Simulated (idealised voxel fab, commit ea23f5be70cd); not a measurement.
Documented hereafter: the process module known as voxel capacitor over wiring.
Each square cell in cross-section cut measures 5 nm, and the section as a whole is 265 nm wide.
Bands, listed from the top down, are how a cross-section gets written in this document; the cross-section itself is a grid of square cells, and a band is one or more rows of them.
Read a band's entry like this: the first values are the height of its top and the height of its bottom in nm, and what follows is the sequence of materials from left to right, each with its width in nm. Note that "blank" is empty space, and that a single material marked "full width" reaches across the band from edge to edge.
Where do heights start? At 0: under that level the wafer as delivered is made of one material only. And the lowest band has no floor; it just carries on downward, as in "z 0 and below".
A width such as "30->40" changes by the same amount from each row of cells to the next, from the band's top row to its bottom row.
Given "remains unaltered" for a step, no cell of the cross-section differs between before and after that step.
The entry titled "Closed empty spaces" provides the empty spaces that have no open way to the top, restricted to those of 8 cells or more. Each is presented as width x height at distance, the distance being measured from the left edge, with all three in nm.
On a step's line, text after the settings is the simulator commenting on that step.
What "overlay nm" on a step's line means: if the step has a mask, that mask lay this far to the right of its planned place, or, when the value is negative, to the left.

Below is the list of planned process steps
- 1: RECEIVE with material Si
- 2: CONFORMAL_DEP with material SiO2, thk nm 15
- 3: CONFORMAL_DEP with material SiCN, thk nm 5
- 4: DIRECTIONAL_DEP with material SiO2, thk nm 20
- 5: MASKED_ETCH with tone open, mask id METAL_1, width nm 30, pitch nm 90, etch materials SiO2, depth nm 20, overlay nm 0
- 6: MASKED_ETCH with tone open, mask id METAL_1, width nm 30, pitch nm 90, etch materials SiCN, depth nm 5, overlay nm 0
- 7: CONFORMAL_DEP with material TiN, thk nm 5
- 8: FILL_DEP with material Cu, thk nm 10
- 9: CMP with height nm 40
- 10: CONFORMAL_DEP with material SiCN, thk nm 5
- 11: DIRECTIONAL_DEP with material lowk, thk nm 15
- 12: PATTERN with tone open, mask id PLUG_1, material resist, width nm 15, thk nm 20, overlay nm 0
- 13: DIRECTIONAL_ETCH with etch materials lowk, depth nm 15
- 14: DIRECTIONAL_ETCH with etch materials SiCN, depth nm 5
- 15: STRIP with etch materials resist
- 16: EPI with material Ru, thk nm 10
- 17: EPI with material Ru, thk nm 10
- 18: DIRECTIONAL_DEP with material TiN, thk nm 5
- 19: DIRECTIONAL_DEP with material HfO2, thk nm 5
- 20: DIRECTIONAL_DEP with material TiN, thk nm 5
- 21: DIRECTIONAL_DEP with material aC, thk nm 15
- 22: PATTERN with tone cover, mask id UPPER_PLATE, material resist, width nm 65, thk nm 30, overlay nm 0
- 23: DIRECTIONAL_ETCH with etch materials aC, depth nm 15
- 24: STRIP with etch materials resist
- 25: DIRECTIONAL_ETCH with etch materials TiN, depth nm 5
- 26: DIRECTIONAL_ETCH with etch materials HfO2, depth nm 5
- 27: STRIP with etch materials aC
- 28: MASKED_ETCH with tone cover, mask id LOWER_PLATE, width nm 75, etch materials TiN, depth nm 5, overlay nm 0
- 29: FILL_DEP with material SiO2, thk nm 15
- 30: CMP with height nm 85
- 31: DIRECTIONAL_DEP with material aC, thk nm 15
- 32: PATTERN with tone open, mask id PLUG_2, material resist, width nm 15, thk nm 30, overlay nm 0
- 33: DIRECTIONAL_ETCH with etch materials aC, depth nm 15
- 34: STRIP with etch materials resist
- 35: DIRECTIONAL_ETCH with etch materials SiO2, depth nm 10
- 36: STRIP with etch materials aC
- 37: CONFORMAL_DEP with material TiN, thk nm 5
- 38: FILL_DEP with material Cu, thk nm 5
- 39: CMP with height nm 85
- 40: CONFORMAL_DEP with material SiCN, thk nm 5

Account of the first of two wafers, which was processed as intended

As received (post step 1): cross-section
z 0 and below = Si full width
Closed empty spaces: none

Presented here is a cross-section of the wafer after step 2 has been performed
z 15 to 0 = SiO2 full width
For the remainder of the cross-section, below 0, there is no change.

Presented here is a cross-section of the wafer after step 3 has been performed
z 20 to 15 = SiCN full width
For the remainder of the cross-section, below 15, there is no change.

Presented here is a cross-section of the wafer after step 4 has been performed
z 40 to 20 = SiO2 full width
For the remainder of the cross-section, below 20, there is no change.

Presented here is a cross-section of the wafer after step 5 has been performed
z 40 to 20 = SiO2: 70; blank: 30; SiO2: 60; blank: 30; SiO2: 75
For the remainder of the cross-section, below 20, there is no change.

Presented here is a cross-section of the wafer after step 6 has been performed
z 40 to 20 = SiO2: 70; blank: 30; SiO2: 60; blank: 30; SiO2: 75
z 20 to 15 = SiCN: 70; blank: 30; SiCN: 60; blank: 30; SiCN: 75
For the remainder of the cross-section, below 15, there is no change.

Presented here is a cross-section of the wafer after step 7 has been performed
z 45 to 40 = TiN: 75; blank: 20; TiN: 70; blank: 20; TiN: 80
z 40 to 20 = SiO2: 70; TiN: 5; blank: 20; TiN: 5; SiO2: 60; TiN: 5; blank: 20; TiN: 5; SiO2: 75
z 20 to 15 = SiCN: 70; TiN: 30; SiCN: 60; TiN: 30; SiCN: 75
For the remainder of the cross-section, below 15, there is no change.

Presented here is a cross-section of the wafer after step 8 has been performed
z 55 to 45 = Cu full width
z 45 to 40 = TiN: 75; Cu: 20; TiN: 70; Cu: 20; TiN: 80
z 40 to 20 = SiO2: 70; TiN: 5; Cu: 20; TiN: 5; SiO2: 60; TiN: 5; Cu: 20; TiN: 5; SiO2: 75
For the remainder of the cross-section, below 20, there is no change.

Presented here is a cross-section of the wafer after step 9 has been performed
z 40 to 20 = SiO2: 70; TiN: 5; Cu: 20; TiN: 5; SiO2: 60; TiN: 5; Cu: 20; TiN: 5; SiO2: 75
For the remainder of the cross-section, below 20, there is no change.

Presented here is a cross-section of the wafer after step 10 has been performed
z 45 to 40 = SiCN full width
For the remainder of the cross-section, below 40, there is no change.

Presented here is a cross-section of the wafer after step 11 has been performed
z 60 to 45 = lowk full width
For the remainder of the cross-section, below 45, there is no change.

Presented here is a cross-section of the wafer after step 12 has been performed
z 80 to 60 = resist: 85; blank: 15; resist: 165
For the remainder of the cross-section, below 60, there is no change.

Presented here is a cross-section of the wafer after step 13 has been performed
z 80 to 60 = resist: 85; blank: 15; resist: 165
z 60 to 45 = lowk: 85; blank: 15; lowk: 165
For the remainder of the cross-section, below 45, there is no change.

Presented here is a cross-section of the wafer after step 14 has been performed
z 80 to 60 = resist: 85; blank: 15; resist: 165
z 60 to 45 = lowk: 85; blank: 15; lowk: 165
z 45 to 40 = SiCN: 85; blank: 15; SiCN: 165
For the remainder of the cross-section, below 40, there is no change.

Presented here is a cross-section of the wafer after step 15 has been performed
z 60 to 45 = lowk: 85; blank: 15; lowk: 165
For the remainder of the cross-section, below 45, there is no change.

Presented here is a cross-section of the wafer after step 16 has been performed
z 60 to 50 = lowk: 85; blank: 15; lowk: 165
z 50 to 45 = lowk: 85; Ru: 15; lowk: 165
z 45 to 40 = SiCN: 85; Ru: 15; SiCN: 165
For the remainder of the cross-section, below 40, there is no change.

Presented here is a cross-section of the wafer after step 17 has been performed
z 60 to 45 = lowk: 85; Ru: 15; lowk: 165
For the remainder of the cross-section, below 45, there is no change.

Presented here is a cross-section of the wafer after step 18 has been performed
z 65 to 60 = TiN full width
For the remainder of the cross-section, below 60, there is no change.

Presented here is a cross-section of the wafer after step 19 has been performed
z 70 to 65 = HfO2 full width
For the remainder of the cross-section, below 65, there is no change.

Presented here is a cross-section of the wafer after step 20 has been performed
z 75 to 70 = TiN full width
For the remainder of the cross-section, below 70, there is no change.

Presented here is a cross-section of the wafer after step 21 has been performed
z 90 to 75 = aC full width
For the remainder of the cross-section, below 75, there is no change.

Presented here is a cross-section of the wafer after step 22 has been performed
z 120 to 90 = blank: 85; resist: 65; blank: 115
For the remainder of the cross-section, below 90, there is no change.

Presented here is a cross-section of the wafer after step 23 has been performed
z 105 to 90 = blank: 85; resist: 65; blank: 115
z 90 to 75 = blank: 85; aC: 65; blank: 115
For the remainder of the cross-section, below 75, there is no change.

Presented here is a cross-section of the wafer after step 24 has been performed
z 90 to 75 = blank: 85; aC: 65; blank: 115
For the remainder of the cross-section, below 75, there is no change.

Presented here is a cross-section of the wafer after step 25 has been performed
z 90 to 75 = blank: 85; aC: 65; blank: 115
z 75 to 70 = blank: 85; TiN: 65; blank: 115
For the remainder of the cross-section, below 70, there is no change.

Presented here is a cross-section of the wafer after step 26 has been performed
z 90 to 75 = blank: 85; aC: 65; blank: 115
z 75 to 70 = blank: 85; TiN: 65; blank: 115
z 70 to 65 = blank: 85; HfO2: 65; blank: 115
For the remainder of the cross-section, below 65, there is no change.

Presented here is a cross-section of the wafer after step 27 has been performed
z 75 to 70 = blank: 85; TiN: 65; blank: 115
For the remainder of the cross-section, below 70, there is no change.

Presented here is a cross-section of the wafer after step 28 has been performed
z 75 to 70 = blank: 85; TiN: 65; blank: 115
z 70 to 65 = blank: 85; HfO2: 65; blank: 115
z 65 to 60 = blank: 80; TiN: 75; blank: 110
For the remainder of the cross-section, below 60, there is no change.

Presented here is a cross-section of the wafer after step 29 has been performed
z 90 to 75 = SiO2 full width
z 75 to 70 = SiO2: 85; TiN: 65; SiO2: 115
z 70 to 65 = SiO2: 85; HfO2: 65; SiO2: 115
z 65 to 60 = SiO2: 80; TiN: 75; SiO2: 110
For the remainder of the cross-section, below 60, there is no change.

Presented here is a cross-section of the wafer after step 30 has been performed
z 85 to 75 = SiO2 full width
For the remainder of the cross-section, below 75, there is no change.

Presented here is a cross-section of the wafer after step 31 has been performed
z 100 to 85 = aC full width
For the remainder of the cross-section, below 85, there is no change.

Presented here is a cross-section of the wafer after step 32 has been performed
z 130 to 100 = resist: 95; blank: 15; resist: 155
For the remainder of the cross-section, below 100, there is no change.

Presented here is a cross-section of the wafer after step 33 has been performed
z 115 to 100 = resist: 95; blank: 15; resist: 155
z 100 to 85 = aC: 95; blank: 15; aC: 155
For the remainder of the cross-section, below 85, there is no change.

Presented here is a cross-section of the wafer after step 34 has been performed
z 100 to 85 = aC: 95; blank: 15; aC: 155
For the remainder of the cross-section, below 85, there is no change.

Presented here is a cross-section of the wafer after step 35 has been performed
z 100 to 85 = aC: 95; blank: 15; aC: 155
z 85 to 75 = SiO2: 95; blank: 15; SiO2: 155
For the remainder of the cross-section, below 75, there is no change.

Presented here is a cross-section of the wafer after step 36 has been performed
z 85 to 75 = SiO2: 95; blank: 15; SiO2: 155
For the remainder of the cross-section, below 75, there is no change.

Presented here is a cross-section of the wafer after step 37 has been performed
z 90 to 85 = TiN: 100; blank: 5; TiN: 160
z 85 to 80 = SiO2: 95; TiN: 5; blank: 5; TiN: 5; SiO2: 155
z 80 to 70 = SiO2: 95->85; TiN: 15->65; SiO2: 155->115
For the remainder of the cross-section, below 70, there is no change.

Presented here is a cross-section of the wafer after step 38 has been performed
z 95 to 90 = Cu full width
z 90 to 85 = TiN: 100; Cu: 5; TiN: 160
z 85 to 80 = SiO2: 95; TiN: 5; Cu: 5; TiN: 5; SiO2: 155
For the remainder of the cross-section, below 80, there is no change.

Presented here is a cross-section of the wafer after step 39 has been performed
z 85 to 80 = SiO2: 95; TiN: 5; Cu: 5; TiN: 5; SiO2: 155
For the remainder of the cross-section, below 80, there is no change.

Presented here is a cross-section of the wafer after step 40 has been performed
z 90 to 85 = SiCN full width
For the remainder of the cross-section, below 85, there is no change.

The Second Wafer: Common Origin and Plan, One Mistake in Execution, Identical to the First Through Step 1

Second wafer, sectioned view, at step 2's planned end time
z 30 to 0 = SiO2 full width
For the remainder of the cross-section, below 0, there is no change.

Second wafer, sectioned view, at step 3's planned end time
z 35 to 30 = SiCN full width
For the remainder of the cross-section, below 30, there is no change.

Second wafer, sectioned view, at step 4's planned end time
z 55 to 35 = SiO2 full width
For the remainder of the cross-section, below 35, there is no change.

Second wafer, sectioned view, at step 5's planned end time
z 55 to 35 = SiO2: 70; blank: 30; SiO2: 60; blank: 30; SiO2: 75
For the remainder of the cross-section, below 35, there is no change.

Second wafer, sectioned view, at step 6's planned end time
z 55 to 35 = SiO2: 70; blank: 30; SiO2: 60; blank: 30; SiO2: 75
z 35 to 30 = SiCN: 70; blank: 30; SiCN: 60; blank: 30; SiCN: 75
For the remainder of the cross-section, below 30, there is no change.

Second wafer, sectioned view, at step 7's planned end time
z 60 to 55 = TiN: 75; blank: 20; TiN: 70; blank: 20; TiN: 80
z 55 to 35 = SiO2: 70; TiN: 5; blank: 20; TiN: 5; SiO2: 60; TiN: 5; blank: 20; TiN: 5; SiO2: 75
z 35 to 30 = SiCN: 70; TiN: 30; SiCN: 60; TiN: 30; SiCN: 75
For the remainder of the cross-section, below 30, there is no change.

Second wafer, sectioned view, at step 8's planned end time
z 70 to 60 = Cu full width
z 60 to 55 = TiN: 75; Cu: 20; TiN: 70; Cu: 20; TiN: 80
z 55 to 35 = SiO2: 70; TiN: 5; Cu: 20; TiN: 5; SiO2: 60; TiN: 5; Cu: 20; TiN: 5; SiO2: 75
For the remainder of the cross-section, below 35, there is no change.

Second wafer, sectioned view, at step 9's planned end time
z 40 to 35 = SiO2: 70; TiN: 5; Cu: 20; TiN: 5; SiO2: 60; TiN: 5; Cu: 20; TiN: 5; SiO2: 75
For the remainder of the cross-section, below 35, there is no change.

Second wafer, sectioned view, at step 10's planned end time
z 45 to 40 = SiCN full width
For the remainder of the cross-section, below 40, there is no change.

Second wafer, sectioned view, at step 11's planned end time
z 60 to 45 = lowk full width
For the remainder of the cross-section, below 45, there is no change.

Second wafer, sectioned view, at step 12's planned end time
z 80 to 60 = resist: 85; blank: 15; resist: 165
For the remainder of the cross-section, below 60, there is no change.

Second wafer, sectioned view, at step 13's planned end time
z 80 to 60 = resist: 85; blank: 15; resist: 165
z 60 to 45 = lowk: 85; blank: 15; lowk: 165
For the remainder of the cross-section, below 45, there is no change.

Second wafer, sectioned view, at step 14's planned end time
z 80 to 60 = resist: 85; blank: 15; resist: 165
z 60 to 45 = lowk: 85; blank: 15; lowk: 165
z 45 to 40 = SiCN: 85; blank: 15; SiCN: 165
For the remainder of the cross-section, below 40, there is no change.

Second wafer, sectioned view, at step 15's planned end time
z 60 to 45 = lowk: 85; blank: 15; lowk: 165
For the remainder of the cross-section, below 45, there is no change.

Second wafer, sectioned view, at step 16's planned end time
z 60 to 50 = lowk: 85; blank: 15; lowk: 165
z 50 to 45 = lowk: 85; Ru: 15; lowk: 165
z 45 to 40 = SiCN: 85; Ru: 15; SiCN: 165
For the remainder of the cross-section, below 40, there is no change.

Second wafer, sectioned view, at step 17's planned end time
z 60 to 45 = lowk: 85; Ru: 15; lowk: 165
For the remainder of the cross-section, below 45, there is no change.

Second wafer, sectioned view, at step 18's planned end time
z 65 to 60 = TiN full width
For the remainder of the cross-section, below 60, there is no change.

Second wafer, sectioned view, at step 19's planned end time
z 70 to 65 = HfO2 full width
For the remainder of the cross-section, below 65, there is no change.

Second wafer, sectioned view, at step 20's planned end time
z 75 to 70 = TiN full width
For the remainder of the cross-section, below 70, there is no change.

Second wafer, sectioned view, at step 21's planned end time
z 90 to 75 = aC full width
For the remainder of the cross-section, below 75, there is no change.

Second wafer, sectioned view, at step 22's planned end time
z 120 to 90 = blank: 85; resist: 65; blank: 115
For the remainder of the cross-section, below 90, there is no change.

Second wafer, sectioned view, at step 23's planned end time
z 105 to 90 = blank: 85; resist: 65; blank: 115
z 90 to 75 = blank: 85; aC: 65; blank: 115
For the remainder of the cross-section, below 75, there is no change.

Second wafer, sectioned view, at step 24's planned end time
z 90 to 75 = blank: 85; aC: 65; blank: 115
For the remainder of the cross-section, below 75, there is no change.

Second wafer, sectioned view, at step 25's planned end time
z 90 to 75 = blank: 85; aC: 65; blank: 115
z 75 to 70 = blank: 85; TiN: 65; blank: 115
For the remainder of the cross-section, below 70, there is no change.

Second wafer, sectioned view, at step 26's planned end time
z 90 to 75 = blank: 85; aC: 65; blank: 115
z 75 to 70 = blank: 85; TiN: 65; blank: 115
z 70 to 65 = blank: 85; HfO2: 65; blank: 115
For the remainder of the cross-section, below 65, there is no change.

Second wafer, sectioned view, at step 27's planned end time
z 75 to 70 = blank: 85; TiN: 65; blank: 115
For the remainder of the cross-section, below 70, there is no change.

Second wafer, sectioned view, at step 28's planned end time
z 75 to 70 = blank: 85; TiN: 65; blank: 115
z 70 to 65 = blank: 85; HfO2: 65; blank: 115
z 65 to 60 = blank: 80; TiN: 75; blank: 110
For the remainder of the cross-section, below 60, there is no change.

Second wafer, sectioned view, at step 29's planned end time
z 90 to 75 = SiO2 full width
z 75 to 70 = SiO2: 85; TiN: 65; SiO2: 115
z 70 to 65 = SiO2: 85; HfO2: 65; SiO2: 115
z 65 to 60 = SiO2: 80; TiN: 75; SiO2: 110
For the remainder of the cross-section, below 60, there is no change.

Second wafer, sectioned view, at step 30's planned end time
z 85 to 75 = SiO2 full width
For the remainder of the cross-section, below 75, there is no change.

Second wafer, sectioned view, at step 31's planned end time
z 100 to 85 = aC full width
For the remainder of the cross-section, below 85, there is no change.

Second wafer, sectioned view, at step 32's planned end time
z 130 to 100 = resist: 95; blank: 15; resist: 155
For the remainder of the cross-section, below 100, there is no change.

Second wafer, sectioned view, at step 33's planned end time
z 115 to 100 = resist: 95; blank: 15; resist: 155
z 100 to 85 = aC: 95; blank: 15; aC: 155
For the remainder of the cross-section, below 85, there is no change.

Second wafer, sectioned view, at step 34's planned end time
z 100 to 85 = aC: 95; blank: 15; aC: 155
For the remainder of the cross-section, below 85, there is no change.

Second wafer, sectioned view, at step 35's planned end time
z 100 to 85 = aC: 95; blank: 15; aC: 155
z 85 to 75 = SiO2: 95; blank: 15; SiO2: 155
For the remainder of the cross-section, below 75, there is no change.

Second wafer, sectioned view, at step 36's planned end time
z 85 to 75 = SiO2: 95; blank: 15; SiO2: 155
For the remainder of the cross-section, below 75, there is no change.

Second wafer, sectioned view, at step 37's planned end time
z 90 to 85 = TiN: 100; blank: 5; TiN: 160
z 85 to 80 = SiO2: 95; TiN: 5; blank: 5; TiN: 5; SiO2: 155
z 80 to 70 = SiO2: 95->85; TiN: 15->65; SiO2: 155->115
For the remainder of the cross-section, below 70, there is no change.

Second wafer, sectioned view, at step 38's planned end time
z 95 to 90 = Cu full width
z 90 to 85 = TiN: 100; Cu: 5; TiN: 160
z 85 to 80 = SiO2: 95; TiN: 5; Cu: 5; TiN: 5; SiO2: 155
For the remainder of the cross-section, below 80, there is no change.

Second wafer, sectioned view, at step 39's planned end time
z 85 to 80 = SiO2: 95; TiN: 5; Cu: 5; TiN: 5; SiO2: 155
For the remainder of the cross-section, below 80, there is no change.

Second wafer, sectioned view, at step 40's planned end time
z 90 to 85 = SiCN full width
For the remainder of the cross-section, below 85, there is no change.
What went wrong in running the wafer? the plan had its step 2 run twice
Wafer comparison, final, in cells, second relative to first, materials more or fewer: 24 fewer of Cu, 36 more of SiO2, 12 fewer of TiN
